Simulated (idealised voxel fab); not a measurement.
process module | voxel gate over fins
cross-section cut | 160 nm wide | cells 5 nm
A cross-section is a grid of square cells, given in bands from the top down. A band is one or more rows of cells.
Each band's line starts with the height of the band's top and of its bottom, in nm. Then come its materials from left to right, each with its width in nm. One material with "throughout" fills the band from edge to edge. "air" is empty space.
Height 0 is the level under which the wafer as received is all one material. The lowest band goes on downwards, as in "0 down".
A width such as "30 to 40" changes by the same amount from each row of cells to the next, from the band's top row to its bottom row.
"no change" after a step means that no cell of the cross-section changed.
closed voids: empty space of 8 cells or more with no open way to the top, each as width x height at its distance from the left edge, in nm
after a step's settings: what the simulator itself notes on the step
overlay nm, on a step with a mask: how far to the right of its planned place the mask lay; to the left if negative
plan
1 op RECEIVE | material Si
2 op CONFORMAL_DEP | material SiN | thk nm 5
3 op MASKED_ETCH | tone cover | mask id FINS | width nm 15 | pitch nm 55 | etch materials SiN | depth nm 5 | overlay nm 0
4 op MASKED_ETCH | tone cover | mask id FINS | width nm 15 | pitch nm 55 | etch materials Si | depth nm 35 | overlay nm 0
5 op OXIDIZE | depth nm 5
6 op FILL_DEP | material SiO2 | thk nm 5
7 op CMP | height nm 5
8 op PATTERN | tone open | mask id RAIL | material resist | width nm 15 | thk nm 15 | overlay nm 0
9 op DIRECTIONAL_ETCH | etch materials SiO2 | depth nm 35
10 op STRIP | etch materials resist
11 op CONFORMAL_DEP | material TiN | thk nm 5
12 op FILL_DEP | material W | thk nm 10
13 op CMP | height nm 5
14 op SELECTIVE_ETCH | etch materials W Ru TiN | depth nm 25
15 op FILL_DEP | material SiO2 | thk nm 5
16 op CMP | height nm 5
17 op SELECTIVE_ETCH | etch materials SiO2 | depth nm 20
18 op STRIP | etch materials SiN
19 op CONFORMAL_DEP | material HfO2 | thk nm 5
20 op CONFORMAL_DEP | material TiN | thk nm 5
21 op CONFORMAL_DEP | material TiAl | thk nm 5
22 op CONFORMAL_DEP | material TiN | thk nm 5
23 op FILL_DEP | material W | thk nm 15
24 op CMP | height nm 30
25 op CONFORMAL_DEP | material SiN | thk nm 10
as received, after step 1
  0 down: Si throughout
  closed voids: none
a wafer at the end: this start, this plan, one mistake
  40 to 30: SiN throughout
  30 to 20: W throughout
  20 to 15: W 5 | TiN 45 | W 10 | TiN 45 | W 10 | TiN 45
  15 to 10: TiN 10 | TiAl 35 | TiN 5 | W 5 | TiN 10 | TiAl 35 | TiN 5 | W 5 | TiN 10 | TiAl 35 | TiN 5
  10 to 5: TiN 5 | TiAl 10 | TiN 25 | TiAl 5 | TiN 5 | W 5 | TiN 5 | TiAl 10 | TiN 25 | TiAl 5 | TiN 5 | W 5 | TiN 5 | TiAl 10 | TiN 25 | TiAl 5 | TiN 5
  5 to 0: TiN 5 | TiAl 5 | TiN 10 | HfO2 15 | TiN 5 | TiAl 5 | TiN 15 | TiAl 5 | TiN 10 | HfO2 15 | TiN 5 | TiAl 5 | TiN 15 | TiAl 5 | TiN 10 | HfO2 15 | TiN 5 | TiAl 5 | TiN 5
  0 to -5: TiAl 10 | TiN 5 | HfO2 10 | Si 5 | HfO2 5 | TiN 5 | TiAl 25 | TiN 5 | HfO2 10 | Si 5 | HfO2 5 | TiN 5 | TiAl 25 | TiN 5 | HfO2 10 | Si 5 | HfO2 5 | TiN 5 | TiAl 10
  -5 to -10: TiN 15 | HfO2 5 | Si 10 | HfO2 5 | TiN 35 | HfO2 5 | Si 10 | HfO2 5 | TiN 35 | HfO2 5 | Si 10 | HfO2 5 | TiN 15
  -10 to -15: HfO2 20 | Si 10 | HfO2 45 | Si 10 | HfO2 45 | Si 10 | HfO2 20
  -15 to -20: SiO2 20 | Si 10 | SiO2 45 | Si 10 | SiO2 45 | Si 10 | SiO2 20
  -20 to -25: SiO2 20 | Si 10 | SiO2 10 | TiN 5 | W 5 | TiN 5 | SiO2 20 | Si 10 | SiO2 45 | Si 10 | SiO2 20
  -25 to -30: SiO2 20 | Si 10 | SiO2 10 | TiN 15 | SiO2 20 | Si 10 | SiO2 45 | Si 10 | SiO2 20
  -30 to -40: SiO2 20 | Si 10 | SiO2 45 | Si 10 | SiO2 45 | Si 10 | SiO2 20
  -40 down: Si throughout
  closed voids: none
what went wrong: step 3 ran as: op MASKED_ETCH | tone cover | mask id FINS | width nm 15 | pitch nm 55 | etch materials SiN | depth nm 5 | overlay nm 5
